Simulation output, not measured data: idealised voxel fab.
The following is a process module called voxel spacer lines.
The cross-section shown here is cut; it is 300 nm wide and divided into square cells measuring 5 nm on a side.
We lay out every cross-section as a grid of square cells and spell it out in bands from the top down, where one band means one or more rows of cells.
Top, bottom (nm), then materials left to right with widths (nm); lone material tagged "full width" fills the whole band edge to edge; "empty" = empty space.
A quick word on heights: they are counted from 0, and under that level the wafer as it came to us is one material throughout. The lowest band is different from the rest in having no bottom; it simply continues downward, written as in "0 and below".
The two numbers in a width such as "30 to 40" mark its ends across the band: the first belongs to the top row of cells, the second to the bottom row, and from each row to the next the width moves by the same amount.
What does "no alteration" mean for a step? It means no cell of the cross-section changed in that step.
"Closed void register" means: voids of 8 cells or more that are shut off from the top with no open way through. Written width x height at distance, distance from the left edge, in nm.
It should be noted that, on the line of a given step, the content following the step's settings is a remark produced by the simulator itself with respect to that step.
"overlay nm" denotes, for a step that has a mask, the displacement of the mask to the right of its planned place, with negative values corresponding to the left.

### Here's what the planned process steps look like
| 1 | RECEIVE with material Si |
| 2 | CONFORMAL_DEP with material Al2O3, thk nm 10 |
| 3 | DIRECTIONAL_DEP with material TiN, thk nm 15 |
| 4 | DIRECTIONAL_DEP with material aC, thk nm 30 |
| 5 | PATTERN with tone cover, mask id MANDREL, material resist, width nm 20, pitch nm 60, thk nm 35, overlay nm 0 |
| 6 | DIRECTIONAL_ETCH with etch materials aC, depth nm 30 |
| 7 | STRIP with etch materials resist |
| 8 | CONFORMAL_DEP with material SiO2, thk nm 10 |
| 9 | DIRECTIONAL_ETCH with etch materials SiO2, depth nm 10 |
| 10 | STRIP with etch materials aC |
| 11 | DIRECTIONAL_ETCH with etch materials TiN, depth nm 15 |
| 12 | STRIP with etch materials SiO2 |

### First of two wafers - as planned

### Cross-section of the wafer as it came to us, i.e., already through step 1
* 0 and below: Si full width
* Closed void register: none

### Upon completion of step 2, the wafer appears in cross-section as shown
* 10 down to 0: Al2O3 full width
* Heights below 0 show no change.

### Upon completion of step 3, the wafer appears in cross-section as shown
* 25 down to 10: TiN full width
* Heights below 10 show no change.

### Upon completion of step 4, the wafer appears in cross-section as shown
* 55 down to 25: aC full width
* Heights below 25 show no change.

### Upon completion of step 5, the wafer appears in cross-section as shown
* 90 down to 55: empty: 80, resist: 20, empty: 40, resist: 20, empty: 40, resist: 20, empty: 80
* Heights below 55 show no change.

### Upon completion of step 6, the wafer appears in cross-section as shown
* 60 down to 55: empty: 80, resist: 20, empty: 40, resist: 20, empty: 40, resist: 20, empty: 80
* 55 down to 25: empty: 80, aC: 20, empty: 40, aC: 20, empty: 40, aC: 20, empty: 80
* Heights below 25 show no change.

### Upon completion of step 7, the wafer appears in cross-section as shown
* 55 down to 25: empty: 80, aC: 20, empty: 40, aC: 20, empty: 40, aC: 20, empty: 80
* Heights below 25 show no change.

### Upon completion of step 8, the wafer appears in cross-section as shown
* 65 down to 55: empty: 70, SiO2: 40, empty: 20, SiO2: 40, empty: 20, SiO2: 40, empty: 70
* 55 down to 35: empty: 70, SiO2: 10, aC: 20, SiO2: 10, empty: 20, SiO2: 10, aC: 20, SiO2: 10, empty: 20, SiO2: 10, aC: 20, SiO2: 10, empty: 70
* 35 down to 25: SiO2: 80, aC: 20, SiO2: 40, aC: 20, SiO2: 40, aC: 20, SiO2: 80
* Heights below 25 show no change.

### Upon completion of step 9, the wafer appears in cross-section as shown
* 55 down to 25: empty: 70, SiO2: 10, aC: 20, SiO2: 10, empty: 20, SiO2: 10, aC: 20, SiO2: 10, empty: 20, SiO2: 10, aC: 20, SiO2: 10, empty: 70
* Heights below 25 show no change.

### Upon completion of step 10, the wafer appears in cross-section as shown
* 55 down to 25: empty: 70, SiO2: 10, empty: 20, SiO2: 10, empty: 20, SiO2: 10, empty: 20, SiO2: 10, empty: 20, SiO2: 10, empty: 20, SiO2: 10, empty: 70
* Heights below 25 show no change.

### Upon completion of step 11, the wafer appears in cross-section as shown
* 55 down to 25: empty: 70, SiO2: 10, empty: 20, SiO2: 10, empty: 20, SiO2: 10, empty: 20, SiO2: 10, empty: 20, SiO2: 10, empty: 20, SiO2: 10, empty: 70
* 25 down to 10: empty: 70, TiN: 10, empty: 20, TiN: 10, empty: 20, TiN: 10, empty: 20, TiN: 10, empty: 20, TiN: 10, empty: 20, TiN: 10, empty: 70
* Heights below 10 show no change.

### Upon completion of step 12, the wafer appears in cross-section as shown
* 25 down to 10: empty: 70, TiN: 10, empty: 20, TiN: 10, empty: 20, TiN: 10, empty: 20, TiN: 10, empty: 20, TiN: 10, empty: 20, TiN: 10, empty: 70
* Heights below 10 show no change.

### The second wafer: identical to the first at the outset and in its planned sequence, differing only in that one mistake was made during processing; up to and including step 4, its path is the first wafer's path

### Cross-section of the second wafer at the time by which step 5 should have been completed according to the plan
* 90 down to 55: empty: 75, resist: 20, empty: 40, resist: 20, empty: 40, resist: 20, empty: 85
* Heights below 55 show no change.

### Cross-section of the second wafer at the time by which step 6 should have been completed according to the plan
* 60 down to 55: empty: 75, resist: 20, empty: 40, resist: 20, empty: 40, resist: 20, empty: 85
* 55 down to 25: empty: 75, aC: 20, empty: 40, aC: 20, empty: 40, aC: 20, empty: 85
* Heights below 25 show no change.

### Cross-section of the second wafer at the time by which step 7 should have been completed according to the plan
* 55 down to 25: empty: 75, aC: 20, empty: 40, aC: 20, empty: 40, aC: 20, empty: 85
* Heights below 25 show no change.

### Cross-section of the second wafer at the time by which step 8 should have been completed according to the plan
* 65 down to 55: empty: 65, SiO2: 40, empty: 20, SiO2: 40, empty: 20, SiO2: 40, empty: 75
* 55 down to 35: empty: 65, SiO2: 10, aC: 20, SiO2: 10, empty: 20, SiO2: 10, aC: 20, SiO2: 10, empty: 20, SiO2: 10, aC: 20, SiO2: 10, empty: 75
* 35 down to 25: SiO2: 75, aC: 20, SiO2: 40, aC: 20, SiO2: 40, aC: 20, SiO2: 85
* Heights below 25 show no change.

### Cross-section of the second wafer at the time by which step 9 should have been completed according to the plan
* 55 down to 25: empty: 65, SiO2: 10, aC: 20, SiO2: 10, empty: 20, SiO2: 10, aC: 20, SiO2: 10, empty: 20, SiO2: 10, aC: 20, SiO2: 10, empty: 75
* Heights below 25 show no change.

### Cross-section of the second wafer at the time by which step 10 should have been completed according to the plan
* 55 down to 25: empty: 65, SiO2: 10, empty: 20, SiO2: 10, empty: 20, SiO2: 10, empty: 20, SiO2: 10, empty: 20, SiO2: 10, empty: 20, SiO2: 10, empty: 75
* Heights below 25 show no change.

### Cross-section of the second wafer at the time by which step 11 should have been completed according to the plan
* 55 down to 25: empty: 65, SiO2: 10, empty: 20, SiO2: 10, empty: 20, SiO2: 10, empty: 20, SiO2: 10, empty: 20, SiO2: 10, empty: 20, SiO2: 10, empty: 75
* 25 down to 10: empty: 65, TiN: 10, empty: 20, TiN: 10, empty: 20, TiN: 10, empty: 20, TiN: 10, empty: 20, TiN: 10, empty: 20, TiN: 10, empty: 75
* Heights below 10 show no change.

### Cross-section of the second wafer at the time by which step 12 should have been completed according to the plan
* 25 down to 10: empty: 65, TiN: 10, empty: 20, TiN: 10, empty: 20, TiN: 10, empty: 20, TiN: 10, empty: 20, TiN: 10, empty: 20, TiN: 10, empty: 75
* Heights below 10 show no change.
Deviation noted in wafer processing: step 5: run off-plan, actual operation and settings PATTERN with tone cover, mask id MANDREL, material resist, width nm 20, pitch nm 60, thk nm 35, overlay nm -5
At the close, every material occupies the same number of cells on the second wafer as on the first, only in different positions.
